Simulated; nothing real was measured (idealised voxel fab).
process module | voxel transistor to metal
cross-section cut | 270 nm wide | cells 5 nm
A cross-section is a grid of square cells, given in bands from the top down. A band is one or more rows of cells.
Each band's line starts with the height of the band's top and of its bottom, in nm. Then come its materials from left to right, each with its width in nm. One material with "throughout" fills the band from edge to edge. "air" is empty space.
Height 0 is the level under which the wafer as received is all one material. The lowest band goes on downwards, as in "0 down".
A width such as "30 to 40" changes by the same amount from each row of cells to the next, from the band's top row to its bottom row.
"no change" after a step means that no cell of the cross-section changed.
closed voids: empty space of 8 cells or more with no open way to the top, each as width x height at its distance from the left edge, in nm
after a step's settings: what the simulator itself notes on the step
overlay nm, on a step with a mask: how far to the right of its planned place the mask lay; to the left if negative
plan
1 op RECEIVE | material Si
2 op CONFORMAL_DEP | material SiO2 | thk nm 5
3 op CONFORMAL_DEP | material SiN | thk nm 15
4 op DIRECTIONAL_DEP | material aC | thk nm 10
5 op PATTERN | tone cover | mask id ACTIVE | material resist | width nm 105 | pitch nm 135 | thk nm 25 | overlay nm 0
6 op DIRECTIONAL_ETCH | etch materials aC | depth nm 10
7 op STRIP | etch materials resist
8 op DIRECTIONAL_ETCH | etch materials SiN | depth nm 15
9 op DIRECTIONAL_ETCH | etch materials SiO2 | depth nm 5
10 op DIRECTIONAL_ETCH | etch materials Si | depth nm 20
11 op STRIP | etch materials aC
12 op FILL_DEP | material SiO2 | thk nm 5
13 op CMP | height nm 20
14 op SELECTIVE_ETCH | etch materials SiO2 | depth nm 10
15 op STRIP | etch materials SiN
16 op SELECTIVE_ETCH | etch materials SiO2 | depth nm 5
17 op OXIDIZE | depth nm 5
18 op DIRECTIONAL_DEP | material polySi | thk nm 30
19 op DIRECTIONAL_DEP | material SiCN | thk nm 10
20 op MASKED_ETCH | tone cover | mask id GATE | width nm 15 | pitch nm 135 | etch materials SiCN | depth nm 20 | overlay nm 0
21 op MASKED_ETCH | tone cover | mask id GATE | width nm 15 | pitch nm 135 | etch materials polySi | depth nm 40 | overlay nm 0
22 op CONFORMAL_DEP | material SiN | thk nm 10
23 op DIRECTIONAL_ETCH | etch materials SiN | depth nm 10
24 op DIRECTIONAL_ETCH | etch materials SiO2 | depth nm 5
25 op DIRECTIONAL_ETCH | etch materials Si | depth nm 10
26 op EPI | material nSi | thk nm 10
27 op FILL_DEP | material SiO2 | thk nm 10
28 op CMP | height nm 40
29 op DIRECTIONAL_DEP | material SiO2 | thk nm 10
30 op PATTERN | tone open | mask id CONTACT | material resist | width nm 30 | thk nm 15 | overlay nm 0
31 op DIRECTIONAL_ETCH | etch materials SiO2 | depth nm 55
32 op STRIP | etch materials resist
33 op CONFORMAL_DEP | material TiN | thk nm 5
34 op FILL_DEP | material W | thk nm 5
35 op CMP | height nm 50
36 op CONFORMAL_DEP | material SiCN | thk nm 5
37 op DIRECTIONAL_DEP | material lowk | thk nm 20
38 op PATTERN | tone open | mask id METAL_1 | material resist | width nm 15 | thk nm 20 | overlay nm 0
39 op DIRECTIONAL_ETCH | etch materials lowk | depth nm 20
40 op DIRECTIONAL_ETCH | etch materials SiCN | depth nm 5
41 op STRIP | etch materials resist
42 op CONFORMAL_DEP | material TiN | thk nm 5
43 op FILL_DEP | material Cu | thk nm 5
44 op CMP | height nm 75
45 op EPI | material Ru | thk nm 5
46 op FILL_DEP | material SiCN | thk nm 5
varied across the wafers: width nm of step 38. The plan shows the first wafer's value. All wafers start alike
first wafer as received, after step 1
  0 down: Si throughout
  closed voids: none
first wafer at the end, after step 46
  85 to 80: SiCN throughout
  80 to 75: SiCN 20 | Ru 25 | SiCN 45 | Ru 25 | SiCN 40 | Ru 25 | SiCN 45 | Ru 25 | SiCN 20
  75 to 55: lowk 25 | TiN 5 | Cu 5 | TiN 5 | lowk 55 | TiN 5 | Cu 5 | TiN 5 | lowk 50 | TiN 5 | Cu 5 | TiN 5 | lowk 55 | TiN 5 | Cu 5 | TiN 5 | lowk 25
  55 to 50: SiCN 25 | TiN 15 | SiCN 55 | TiN 15 | SiCN 50 | TiN 15 | SiCN 55 | TiN 15 | SiCN 25
  50 to 40: SiO2 25 | TiN 5 | W 20 to 15 | TiN 5 to 10 | SiO2 25 | TiN 5 to 10 | W 20 to 15 | TiN 5 | SiO2 50 | TiN 5 | W 20 to 15 | TiN 5 to 10 | SiO2 25 | TiN 5 to 10 | W 20 to 15 | TiN 5 | SiO2 25
  40 to 30: SiO2 25 | TiN 5 | W 15 | TiN 5 | SiN 10 | SiCN 15 | SiN 10 | TiN 5 | W 15 | TiN 5 | SiO2 50 | TiN 5 | W 15 | TiN 5 | SiN 10 | SiCN 15 | SiN 10 | TiN 5 | W 15 | TiN 5 | SiO2 25
  30 to 10: SiO2 25 | TiN 5 | W 15 | TiN 5 | SiN 10 | polySi 15 | SiN 10 | TiN 5 | W 15 | TiN 5 | SiO2 50 | TiN 5 | W 15 | TiN 5 | SiN 10 | polySi 15 | SiN 10 | TiN 5 | W 15 | TiN 5 | SiO2 25
  10 to 5: SiO2 25 | TiN 25 | SiN 10 | polySi 15 | SiN 10 | TiN 25 | SiO2 50 | TiN 25 | SiN 10 | polySi 15 | SiN 10 | TiN 25 | SiO2 25
  5 to 0: SiO2 10 | SiN 10 | nSi 10 | TiN 10 | nSi 10 | SiN 10 | polySi 15 | SiN 10 | nSi 10 | TiN 10 | nSi 10 | SiN 10 | SiO2 20 | SiN 10 | nSi 10 | TiN 10 | nSi 10 | SiN 10 | polySi 15 | SiN 10 | nSi 10 | TiN 10 | nSi 10 | SiN 10 | SiO2 10
  0 to -5: SiO2 20 | nSi 10 | TiN 10 | nSi 10 | SiO2 35 | nSi 10 | TiN 10 | nSi 10 | SiO2 40 | nSi 10 | TiN 10 | nSi 10 | SiO2 35 | nSi 10 | TiN 10 | nSi 10 | SiO2 20
  -5 to -15: SiO2 15 | Si 5 | nSi 30 | Si 35 | nSi 30 | Si 5 | SiO2 30 | Si 5 | nSi 30 | Si 35 | nSi 30 | Si 5 | SiO2 15
  -15 to -20: SiO2 15 | Si 105 | SiO2 30 | Si 105 | SiO2 15
  -20 down: Si throughout
  closed voids: none
last wafer at the end
  85 to 80: SiCN throughout
  80 to 75: SiCN 15 | Ru 40 | SiCN 30 | Ru 40 | SiCN 25 | Ru 40 | SiCN 30 | Ru 40 | SiCN 10
  75 to 55: lowk 20 | TiN 5 | Cu 20 | TiN 5 | lowk 40 | TiN 5 | Cu 20 | TiN 5 | lowk 35 | TiN 5 | Cu 20 | TiN 5 | lowk 40 | TiN 5 | Cu 20 | TiN 5 | lowk 15
  55 to 50: SiCN 20 | TiN 30 | SiCN 40 | TiN 30 | SiCN 35 | TiN 30 | SiCN 40 | TiN 30 | SiCN 15
  50 to 40: SiO2 25 | TiN 5 | W 20 to 15 | TiN 5 to 10 | SiO2 25 | TiN 5 to 10 | W 20 to 15 | TiN 5 | SiO2 50 | TiN 5 | W 20 to 15 | TiN 5 to 10 | SiO2 25 | TiN 5 to 10 | W 20 to 15 | TiN 5 | SiO2 25
  40 to 30: SiO2 25 | TiN 5 | W 15 | TiN 5 | SiN 10 | SiCN 15 | SiN 10 | TiN 5 | W 15 | TiN 5 | SiO2 50 | TiN 5 | W 15 | TiN 5 | SiN 10 | SiCN 15 | SiN 10 | TiN 5 | W 15 | TiN 5 | SiO2 25
  30 to 10: SiO2 25 | TiN 5 | W 15 | TiN 5 | SiN 10 | polySi 15 | SiN 10 | TiN 5 | W 15 | TiN 5 | SiO2 50 | TiN 5 | W 15 | TiN 5 | SiN 10 | polySi 15 | SiN 10 | TiN 5 | W 15 | TiN 5 | SiO2 25
  10 to 5: SiO2 25 | TiN 25 | SiN 10 | polySi 15 | SiN 10 | TiN 25 | SiO2 50 | TiN 25 | SiN 10 | polySi 15 | SiN 10 | TiN 25 | SiO2 25
  5 to 0: SiO2 10 | SiN 10 | nSi 10 | TiN 10 | nSi 10 | SiN 10 | polySi 15 | SiN 10 | nSi 10 | TiN 10 | nSi 10 | SiN 10 | SiO2 20 | SiN 10 | nSi 10 | TiN 10 | nSi 10 | SiN 10 | polySi 15 | SiN 10 | nSi 10 | TiN 10 | nSi 10 | SiN 10 | SiO2 10
  0 to -5: SiO2 20 | nSi 10 | TiN 10 | nSi 10 | SiO2 35 | nSi 10 | TiN 10 | nSi 10 | SiO2 40 | nSi 10 | TiN 10 | nSi 10 | SiO2 35 | nSi 10 | TiN 10 | nSi 10 | SiO2 20
  -5 to -15: SiO2 15 | Si 5 | nSi 30 | Si 35 | nSi 30 | Si 5 | SiO2 30 | Si 5 | nSi 30 | Si 35 | nSi 30 | Si 5 | SiO2 15
  -15 to -20: SiO2 15 | Si 105 | SiO2 30 | Si 105 | SiO2 15
  -20 down: Si throughout
  closed voids: none
each wafer at the end: cells of each material gained (+) or lost (-) since it was received, then its closed voids
width nm 15 | +16 Cu | +20 Ru | -138 Si | +142 SiCN | +72 SiN | +274 SiO2 | +148 TiN | +100 W | +168 lowk | +80 nSi | +36 polySi | closed voids: none
width nm 20 | +32 Cu | +24 Ru | -138 Si | +134 SiCN | +72 SiN | +274 SiO2 | +152 TiN | +100 W | +152 lowk | +80 nSi | +36 polySi | closed voids: none
width nm 25 | +48 Cu | +28 Ru | -138 Si | +126 SiCN | +72 SiN | +274 SiO2 | +156 TiN | +100 W | +136 lowk | +80 nSi | +36 polySi | closed voids: none
width nm 30 | +64 Cu | +32 Ru | -138 Si | +118 SiCN | +72 SiN | +274 SiO2 | +160 TiN | +100 W | +120 lowk | +80 nSi | +36 polySi | closed voids: none
